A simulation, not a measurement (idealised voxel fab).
Process module heading - voxel capacitor over wiring
The width of the displayed cross-section, cut, is 195 nm; its cells are square, with a size of 5 nm.
The cross-sections in this document take the form of a grid made of square cells. They are written out as bands, in order from top to bottom. Each band consists of one or more rows of cells.
Within each band entry, the heights of the top and of the bottom of the band appear first, in that order and in nm; the materials of the band then follow from left to right, each with its corresponding width in nm. The designation "full width" on a single material indicates that it fills the band from edge to edge; the designation "blank" indicates empty space.
Convention: height 0 is the level below which the wafer, as received, is all one material. The lowest band does not terminate at the bottom but continues downward, represented as "0 down".
When a width is written as two numbers, as in "30 to 40", the first number is the width in the top row of cells of the band and the second is the width in its bottom row, and the width changes by the same amount from each row to the next.
"nothing got changed", as given for a step, is the statement that not any cell of the cross-section underwent a change during that step.
Any empty space of 8 cells or more lacking an open way to the top shows up in "Voids, fully enclosed" as width x height at distance, distance from the left edge, in nm.
The remark found on a step's line after its settings is issued by the simulator itself and pertains to that step.
overlay nm: mask offset rightward from planned place, masked step; negative means leftward offset.

PLANNED STEP LIST FOR THE PROCESS
1: RECEIVE | material Si
2: CONFORMAL_DEP | material SiO2 | thk nm 10
3: CONFORMAL_DEP | material SiCN | thk nm 5
4: DIRECTIONAL_DEP | material SiO2 | thk nm 20
5: PATTERN | tone open | mask id METAL_1 | material resist | width nm 30 | pitch nm 100 | thk nm 15 | overlay nm 0
6: DIRECTIONAL_ETCH | etch materials SiO2 | depth nm 20
7: DIRECTIONAL_ETCH | etch materials SiCN | depth nm 5
8: STRIP | etch materials resist
9: CONFORMAL_DEP | material TiN | thk nm 5
10: FILL_DEP | material W | thk nm 5
11: CMP | height nm 35
12: EPI | material Ru | thk nm 5
13: FILL_DEP | material SiCN | thk nm 5
14: DIRECTIONAL_DEP | material lowk | thk nm 15
15: PATTERN | tone open | mask id PLUG_1 | material resist | width nm 15 | thk nm 15 | overlay nm 0
16: DIRECTIONAL_ETCH | etch materials lowk | depth nm 15
17: DIRECTIONAL_ETCH | etch materials SiCN | depth nm 5
18: STRIP | etch materials resist
19: EPI | material Ru | thk nm 10
20: EPI | material Ru | thk nm 10
21: DIRECTIONAL_DEP | material TiN | thk nm 5
22: DIRECTIONAL_DEP | material Al2O3 | thk nm 5
23: DIRECTIONAL_DEP | material TiN | thk nm 10
24: PATTERN | tone cover | mask id UPPER_PLATE | material resist | width nm 75 | thk nm 20 | overlay nm 0
25: DIRECTIONAL_ETCH | etch materials TiN | depth nm 10
26: DIRECTIONAL_ETCH | etch materials Al2O3 | depth nm 5
27: STRIP | etch materials resist
28: PATTERN | tone cover | mask id LOWER_PLATE | material resist | width nm 85 | thk nm 15 | overlay nm 0
29: DIRECTIONAL_ETCH | etch materials TiN | depth nm 5
30: STRIP | etch materials resist
31: FILL_DEP | material SiO2 | thk nm 20
32: CMP | height nm 95
33: DIRECTIONAL_DEP | material aC | thk nm 15
34: PATTERN | tone open | mask id PLUG_2 | material resist | width nm 15 | thk nm 30 | overlay nm 0
35: DIRECTIONAL_ETCH | etch materials aC | depth nm 15
36: STRIP | etch materials resist
37: DIRECTIONAL_ETCH | etch materials SiO2 | depth nm 15
38: STRIP | etch materials aC
39: CONFORMAL_DEP | material TiN | thk nm 5
40: FILL_DEP | material Cu | thk nm 10
41: CMP | height nm 95
42: CONFORMAL_DEP | material SiCN | thk nm 5

HERE'S WHAT THE WAFER LOOKED LIKE IN CROSS-SECTION WHEN IT ARRIVED - THAT'S AFTER STEP 1
	0 down | Si full width
	Voids, fully enclosed: none

THE CROSS-SECTION SHOWN CORRESPONDS TO THE WAFER AT THE CONCLUSION OF THE MODULE. THE INITIAL STRUCTURE AND THE PROCESS PLAN ARE THOSE PRESENTED ABOVE; HOWEVER, ONE MISTAKE OCCURRED IN EXECUTING THE PLAN
	100 to 95 | SiCN full width
	95 to 85 | SiO2 55; TiN 5; Cu 5; TiN 5; SiO2 125
	85 to 80 | SiO2 55; TiN 15; SiO2 125
	80 to 70 | SiO2 45; TiN 75; SiO2 75
	70 to 65 | SiO2 45; Al2O3 75; SiO2 75
	65 to 60 | SiO2 40; TiN 85; SiO2 70
	60 to 45 | lowk 45; Ru 15; lowk 135
	45 to 40 | SiCN 45; Ru 15; SiCN 135
	40 to 35 | SiCN 25; Ru 40; SiCN 60; Ru 40; SiCN 30
	35 to 15 | SiO2 30; TiN 5; Cu 20; TiN 5; SiO2 70; TiN 5; Cu 20; TiN 5; SiO2 35
	15 to 10 | SiCN 30; TiN 30; SiCN 70; TiN 30; SiCN 35
	10 to 0 | SiO2 full width
	0 down | Si full width
	Voids, fully enclosed: none
Deviation from plan: not per plan at step 10, really ran FILL_DEP | material Cu | thk nm 5
